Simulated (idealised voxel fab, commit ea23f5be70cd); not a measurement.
Module name: voxel trench capacitor (process module)
This is section cut - it's 160 nm across, gridded in 5 nm square cells.
Bands, listed from the top down, are how a cross-section gets written in this document; the cross-section itself is a grid of square cells, and a band is one or more rows of them. Quick guide to a band line: top height, bottom height (nm) up front; then every material left to right with its width in nm. Only one material and it's marked "all across"? Then it fills the band edge to edge. And "blank" just means empty space. Note: height 0 marks the level under which the wafer is uniformly one material as received. Lowest band unbounded below, written "0 nm and below". Quick explanation for "30 to 40": the width changes in equal steps down the rows of cells, from the first number in the band's top row to the second number in its bottom row. It should be understood that the words "nothing got changed", when stated for a given step, signify that the cross-section underwent no change in any of its cells during that step. "Fully closed voids" lists enclosed empty spaces (at least 8 cells, no open path upward to the top), each as width x height at distance from the left edge, in nm. On a step's line, text after the settings is the simulator commenting on that step. You can add "overlay nm" to a step's line. For a step with a mask, it describes how far the mask lay to the right of its planned position, and a negative number describes a lay to the left.
# plan
step 1: RECEIVE (material Si)
step 2: CONFORMAL_DEP (material SiN; thk nm 5)
step 3: PATTERN (tone open; mask id TRENCH; material resist; width nm 30; pitch nm 50; thk nm 20; overlay nm 0)
step 4: DIRECTIONAL_ETCH (etch materials SiN; depth nm 5)
step 5: DIRECTIONAL_ETCH (etch materials Si; depth nm 25)
step 6: STRIP (etch materials resist)
step 7: CONFORMAL_DEP (material Al2O3; thk nm 5)
step 8: CONFORMAL_DEP (material TiN; thk nm 5)
step 9: FILL_DEP (material W; thk nm 10)
step 10: CMP (height nm 5)
# Cross-section of the incoming wafer, state after step 1
    0 nm and below = Si all across
    Fully closed voids: none
# Module complete - cross-section of the first of two wafers, run according to plan
    5 nm to 0 nm = 15 of SiN, then 5 of Al2O3, then 5 of TiN, then 10 of W, then 5 of TiN, then 5 of Al2O3, then 20 of SiN, then 5 of Al2O3, then 5 of TiN, then 10 of W, then 5 of TiN, then 5 of Al2O3, then 20 of SiN, then 5 of Al2O3, then 5 of TiN, then 10 of W, then 5 of TiN, then 5 of Al2O3, then 15 of SiN
    0 nm to -15 nm = 15 of Si, then 5 of Al2O3, then 5 of TiN, then 10 of W, then 5 of TiN, then 5 of Al2O3, then 20 of Si, then 5 of Al2O3, then 5 of TiN, then 10 of W, then 5 of TiN, then 5 of Al2O3, then 20 of Si, then 5 of Al2O3, then 5 of TiN, then 10 of W, then 5 of TiN, then 5 of Al2O3, then 15 of Si
    -15 nm to -20 nm = 15 of Si, then 5 of Al2O3, then 20 of TiN, then 5 of Al2O3, then 20 of Si, then 5 of Al2O3, then 20 of TiN, then 5 of Al2O3, then 20 of Si, then 5 of Al2O3, then 20 of TiN, then 5 of Al2O3, then 15 of Si
    -20 nm to -25 nm = 15 of Si, then 30 of Al2O3, then 20 of Si, then 30 of Al2O3, then 20 of Si, then 30 of Al2O3, then 15 of Si
    -25 nm and below = Si all across
    Fully closed voids: none
# This is the second of the two wafers, cross-sectioned at the end of the module; it started exactly like the first and was given the same plan, but it was run with one mistake
    5 nm to 0 nm = 5 of W, then 5 of TiN, then 5 of Al2O3, then 30 of SiN, then 5 of Al2O3, then 10 of TiN, then 5 of Al2O3, then 30 of SiN, then 5 of Al2O3, then 10 of TiN, then 5 of Al2O3, then 30 of SiN, then 5 of Al2O3, then 5 of TiN, then 5 of W
    0 nm to -15 nm = 5 of W, then 5 of TiN, then 5 of Al2O3, then 30 of Si, then 5 of Al2O3, then 10 of TiN, then 5 of Al2O3, then 30 of Si, then 5 of Al2O3, then 10 of TiN, then 5 of Al2O3, then 30 of Si, then 5 of Al2O3, then 5 of TiN, then 5 of W
    -15 nm to -20 nm = 10 of TiN, then 5 of Al2O3, then 30 of Si, then 5 of Al2O3, then 10 of TiN, then 5 of Al2O3, then 30 of Si, then 5 of Al2O3, then 10 of TiN, then 5 of Al2O3, then 30 of Si, then 5 of Al2O3, then 10 of TiN
    -20 nm to -25 nm = 15 of Al2O3, then 30 of Si, then 20 of Al2O3, then 30 of Si, then 20 of Al2O3, then 30 of Si, then 15 of Al2O3
    -25 nm and below = Si all across
    Fully closed voids: none
Diagnosis: step 3 changed vs plan, executed as PATTERN (tone cover; mask id TRENCH; material resist; width nm 30; pitch nm 50; thk nm 20; overlay nm 0)
Final cells, second wafer relative to first, materials higher or lower: -4 Al2O3 | +20 Si | +4 SiN | -4 TiN | -16 W
